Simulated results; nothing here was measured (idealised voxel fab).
Process module, titled voxel gate over fins
The cross-section on display is named cut; it measures 195 nm wide, and its cells are 5 nm squares.
In this document a cross-section is written as a grid of square cells. It is given as a series of bands, listed from the top down, and a band is one or more rows of cells.
In this notation a band is specified by the heights of its top and bottom, in that order and in nm, after which its materials appear from left to right, each paired with its width in nm. The word "full width" attached to a single material means that material fills the band from edge to edge; the word "air" stands for empty space.
Heights from 0 (as-received wafer is one material below). Bottom band endless downward, as "0 and below".
The expression "30..40" gives the width at the extremes of the band, the first number at its top row of cells and the second at its bottom row, with the width changing by equal amounts from each row to the next in between.
"remained the same" after a step means that no cell of the cross-section changed.
Empty spaces counting at least 8 cells and having no open way to the top are listed in "Voids, sealed". The notation width x height at distance is used for each, the distance being from the left edge and all three values in nm.
Anything after a step's settings on that line? It's the simulator's own note about the step.
overlay nm: on a step with a mask, how far right of its planned place the mask lay; negative means left.

[Process steps foreseen in the plan]
step 1: RECEIVE (material Si)
step 2: CONFORMAL_DEP (material SiN; thk nm 5)
step 3: DIRECTIONAL_DEP (material aC; thk nm 15)
step 4: PATTERN (tone cover; mask id FINS; material resist; width nm 15; pitch nm 50; thk nm 35; overlay nm 0)
step 5: DIRECTIONAL_ETCH (etch materials aC; depth nm 15)
step 6: STRIP (etch materials resist)
step 7: DIRECTIONAL_ETCH (etch materials SiN; depth nm 5)
step 8: DIRECTIONAL_ETCH (etch materials Si; depth nm 40)
step 9: STRIP (etch materials aC)
step 10: FILL_DEP (material SiO2; thk nm 15)
step 11: CMP (height nm 5)
step 12: DIRECTIONAL_DEP (material aC; thk nm 15)
step 13: PATTERN (tone open; mask id RAIL; material resist; width nm 15; thk nm 30; overlay nm 0)
step 14: DIRECTIONAL_ETCH (etch materials aC; depth nm 15)
step 15: STRIP (etch materials resist)
step 16: DIRECTIONAL_ETCH (etch materials SiO2; depth nm 40)
step 17: STRIP (etch materials aC)
step 18: CONFORMAL_DEP (material TiN; thk nm 5)
step 19: FILL_DEP (material W; thk nm 5)
step 20: CMP (height nm 5)
step 21: SELECTIVE_ETCH (etch materials W Ru TiN; depth nm 25)
step 22: FILL_DEP (material SiO2; thk nm 5)
step 23: CMP (height nm 5)
step 24: SELECTIVE_ETCH (etch materials SiO2; depth nm 15)
step 25: STRIP (etch materials SiN)
step 26: CONFORMAL_DEP (material HfO2; thk nm 5)
step 27: CONFORMAL_DEP (material TiN; thk nm 5)
step 28: CONFORMAL_DEP (material TiAl; thk nm 5)
step 29: CONFORMAL_DEP (material TiN; thk nm 5)
step 30: FILL_DEP (material W; thk nm 10)
step 31: CMP (height nm 25)
step 32: CONFORMAL_DEP (material SiN; thk nm 10)

[So, the first of our two wafers, run just as we planned it]

[Received-state cross-section, reflecting completion of step 1]
0 and below = Si full width
Voids, sealed: none

[Upon completion of step 2, the wafer appears in cross-section as shown]
5 down to 0 = SiN full width
Anything lower than 0 is untouched.

[Upon completion of step 3, the wafer appears in cross-section as shown]
20 down to 5 = aC full width
Anything lower than 5 is untouched.

[Upon completion of step 4, the wafer appears in cross-section as shown]
55 down to 20 = 65 of air | 15 of resist | 35 of air | 15 of resist | 65 of air
Anything lower than 20 is untouched.

[Upon completion of step 5, the wafer appears in cross-section as shown]
40 down to 20 = 65 of air | 15 of resist | 35 of air | 15 of resist | 65 of air
20 down to 5 = 65 of air | 15 of aC | 35 of air | 15 of aC | 65 of air
Anything lower than 5 is untouched.

[Upon completion of step 6, the wafer appears in cross-section as shown]
20 down to 5 = 65 of air | 15 of aC | 35 of air | 15 of aC | 65 of air
Anything lower than 5 is untouched.

[Upon completion of step 7, the wafer appears in cross-section as shown]
20 down to 5 = 65 of air | 15 of aC | 35 of air | 15 of aC | 65 of air
5 down to 0 = 65 of air | 15 of SiN | 35 of air | 15 of SiN | 65 of air
Anything lower than 0 is untouched.

[Upon completion of step 8, the wafer appears in cross-section as shown]
20 down to 5 = 65 of air | 15 of aC | 35 of air | 15 of aC | 65 of air
5 down to 0 = 65 of air | 15 of SiN | 35 of air | 15 of SiN | 65 of air
0 down to -40 = 65 of air | 15 of Si | 35 of air | 15 of Si | 65 of air
Anything lower than -40 is untouched.

[Upon completion of step 9, the wafer appears in cross-section as shown]
5 down to 0 = 65 of air | 15 of SiN | 35 of air | 15 of SiN | 65 of air
Anything lower than 0 is untouched.

[Upon completion of step 10, the wafer appears in cross-section as shown]
20 down to 5 = SiO2 full width
5 down to 0 = 65 of SiO2 | 15 of SiN | 35 of SiO2 | 15 of SiN | 65 of SiO2
0 down to -40 = 65 of SiO2 | 15 of Si | 35 of SiO2 | 15 of Si | 65 of SiO2
Anything lower than -40 is untouched.

[Upon completion of step 11, the wafer appears in cross-section as shown]
5 down to 0 = 65 of SiO2 | 15 of SiN | 35 of SiO2 | 15 of SiN | 65 of SiO2
Anything lower than 0 is untouched.

[Upon completion of step 12, the wafer appears in cross-section as shown]
20 down to 5 = aC full width
Anything lower than 5 is untouched.

[Upon completion of step 13, the wafer appears in cross-section as shown]
50 down to 20 = 90 of resist | 15 of air | 90 of resist
Anything lower than 20 is untouched.

[Upon completion of step 14, the wafer appears in cross-section as shown]
35 down to 20 = 90 of resist | 15 of air | 90 of resist
20 down to 5 = 90 of aC | 15 of air | 90 of aC
Anything lower than 5 is untouched.

[Upon completion of step 15, the wafer appears in cross-section as shown]
20 down to 5 = 90 of aC | 15 of air | 90 of aC
Anything lower than 5 is untouched.

[Upon completion of step 16, the wafer appears in cross-section as shown]
20 down to 5 = 90 of aC | 15 of air | 90 of aC
5 down to 0 = 65 of SiO2 | 15 of SiN | 10 of SiO2 | 15 of air | 10 of SiO2 | 15 of SiN | 65 of SiO2
0 down to -35 = 65 of SiO2 | 15 of Si | 10 of SiO2 | 15 of air | 10 of SiO2 | 15 of Si | 65 of SiO2
Anything lower than -35 is untouched.

[Upon completion of step 17, the wafer appears in cross-section as shown]
5 down to 0 = 65 of SiO2 | 15 of SiN | 10 of SiO2 | 15 of air | 10 of SiO2 | 15 of SiN | 65 of SiO2
Anything lower than 0 is untouched.

[Upon completion of step 18, the wafer appears in cross-section as shown]
10 down to 5 = 95 of TiN | 5 of air | 95 of TiN
5 down to 0 = 65 of SiO2 | 15 of SiN | 10 of SiO2 | 5 of TiN | 5 of air | 5 of TiN | 10 of SiO2 | 15 of SiN | 65 of SiO2
0 down to -30 = 65 of SiO2 | 15 of Si | 10 of SiO2 | 5 of TiN | 5 of air | 5 of TiN | 10 of SiO2 | 15 of Si | 65 of SiO2
-30 down to -35 = 65 of SiO2 | 15 of Si | 10 of SiO2 | 15 of TiN | 10 of SiO2 | 15 of Si | 65 of SiO2
Anything lower than -35 is untouched.

[Upon completion of step 19, the wafer appears in cross-section as shown]
15 down to 10 = W full width
10 down to 5 = 95 of TiN | 5 of W | 95 of TiN
5 down to 0 = 65 of SiO2 | 15 of SiN | 10 of SiO2 | 5 of TiN | 5 of W | 5 of TiN | 10 of SiO2 | 15 of SiN | 65 of SiO2
0 down to -30 = 65 of SiO2 | 15 of Si | 10 of SiO2 | 5 of TiN | 5 of W | 5 of TiN | 10 of SiO2 | 15 of Si | 65 of SiO2
Anything lower than -30 is untouched.

[Upon completion of step 20, the wafer appears in cross-section as shown]
5 down to 0 = 65 of SiO2 | 15 of SiN | 10 of SiO2 | 5 of TiN | 5 of W | 5 of TiN | 10 of SiO2 | 15 of SiN | 65 of SiO2
Anything lower than 0 is untouched.

[Upon completion of step 21, the wafer appears in cross-section as shown]
5 down to 0 = 65 of SiO2 | 15 of SiN | 10 of SiO2 | 15 of air | 10 of SiO2 | 15 of SiN | 65 of SiO2
0 down to -20 = 65 of SiO2 | 15 of Si | 10 of SiO2 | 15 of air | 10 of SiO2 | 15 of Si | 65 of SiO2
Anything lower than -20 is untouched.

[Upon completion of step 22, the wafer appears in cross-section as shown]
10 down to 5 = SiO2 full width
5 down to 0 = 65 of SiO2 | 15 of SiN | 35 of SiO2 | 15 of SiN | 65 of SiO2
0 down to -20 = 65 of SiO2 | 15 of Si | 35 of SiO2 | 15 of Si | 65 of SiO2
Anything lower than -20 is untouched.

[Upon completion of step 23, the wafer appears in cross-section as shown]
5 down to 0 = 65 of SiO2 | 15 of SiN | 35 of SiO2 | 15 of SiN | 65 of SiO2
Anything lower than 0 is untouched.

[Upon completion of step 24, the wafer appears in cross-section as shown]
5 down to 0 = 65 of air | 15 of SiN | 35 of air | 15 of SiN | 65 of air
0 down to -10 = 65 of air | 15 of Si | 35 of air | 15 of Si | 65 of air
Anything lower than -10 is untouched.

[Upon completion of step 25, the wafer appears in cross-section as shown]
0 down to -10 = 65 of air | 15 of Si | 35 of air | 15 of Si | 65 of air
Anything lower than -10 is untouched.

[Upon completion of step 26, the wafer appears in cross-section as shown]
5 down to 0 = 60 of air | 25 of HfO2 | 25 of air | 25 of HfO2 | 60 of air
0 down to -5 = 60 of air | 5 of HfO2 | 15 of Si | 5 of HfO2 | 25 of air | 5 of HfO2 | 15 of Si | 5 of HfO2 | 60 of air
-5 down to -10 = 65 of HfO2 | 15 of Si | 35 of HfO2 | 15 of Si | 65 of HfO2
Anything lower than -10 is untouched.

[Upon completion of step 27, the wafer appears in cross-section as shown]
10 down to 5 = 55 of air | 35 of TiN | 15 of air | 35 of TiN | 55 of air
5 down to 0 = 55 of air | 5 of TiN | 25 of HfO2 | 5 of TiN | 15 of air | 5 of TiN | 25 of HfO2 | 5 of TiN | 55 of air
0 down to -5 = 60 of TiN | 5 of HfO2 | 15 of Si | 5 of HfO2 | 25 of TiN | 5 of HfO2 | 15 of Si | 5 of HfO2 | 60 of TiN
Anything lower than -5 is untouched.

[Upon completion of step 28, the wafer appears in cross-section as shown]
15 down to 10 = 50 of air | 45 of TiAl | 5 of air | 45 of TiAl | 50 of air
10 down to 5 = 50 of air | 5 of TiAl | 35 of TiN | 5 of TiAl | 5 of air | 5 of TiAl | 35 of TiN | 5 of TiAl | 50 of air
5 down to 0 = 55 of TiAl | 5 of TiN | 25 of HfO2 | 5 of TiN | 15 of TiAl | 5 of TiN | 25 of HfO2 | 5 of TiN | 55 of TiAl
Anything lower than 0 is untouched.

[Upon completion of step 29, the wafer appears in cross-section as shown]
20 down to 15 = 45 of air | 105 of TiN | 45 of air
15 down to 10 = 45 of air | 5 of TiN | 45 of TiAl | 5 of TiN | 45 of TiAl | 5 of TiN | 45 of air
10 down to 5 = 50 of TiN | 5 of TiAl | 35 of TiN | 5 of TiAl | 5 of TiN | 5 of TiAl | 35 of TiN | 5 of TiAl | 50 of TiN
Anything lower than 5 is untouched.

[Upon completion of step 30, the wafer appears in cross-section as shown]
30 down to 20 = W full width
20 down to 15 = 45 of W | 105 of TiN | 45 of W
15 down to 10 = 45 of W | 5 of TiN | 45 of TiAl | 5 of TiN | 45 of TiAl | 5 of TiN | 45 of W
Anything lower than 10 is untouched.

[Upon completion of step 31, the wafer appears in cross-section as shown]
25 down to 20 = W full width
Anything lower than 20 is untouched.

[Upon completion of step 32, the wafer appears in cross-section as shown]
35 down to 25 = SiN full width
Anything lower than 25 is untouched.

[Second wafer - shared start and plan with the first - one error in running - same as the first up to step 29 inclusive]

[Second wafer at the planned finish of step 30, seen in cross-section]
30 down to 15 = TiN full width
15 down to 10 = 50 of TiN | 45 of TiAl | 5 of TiN | 45 of TiAl | 50 of TiN
Anything lower than 10 is untouched.

[Second wafer at the planned finish of step 31, seen in cross-section]
25 down to 15 = TiN full width
Anything lower than 15 is untouched.

[Second wafer at the planned finish of step 32, seen in cross-section]
35 down to 25 = SiN full width
Anything lower than 25 is untouched.
What went wrong in running the wafer? step 30 was not run as planned; what actually ran was FILL_DEP (material TiN; thk nm 10)
Counted in cells at the end, the second wafer holds more or fewer of these materials than the first: TiN +75 | W -75
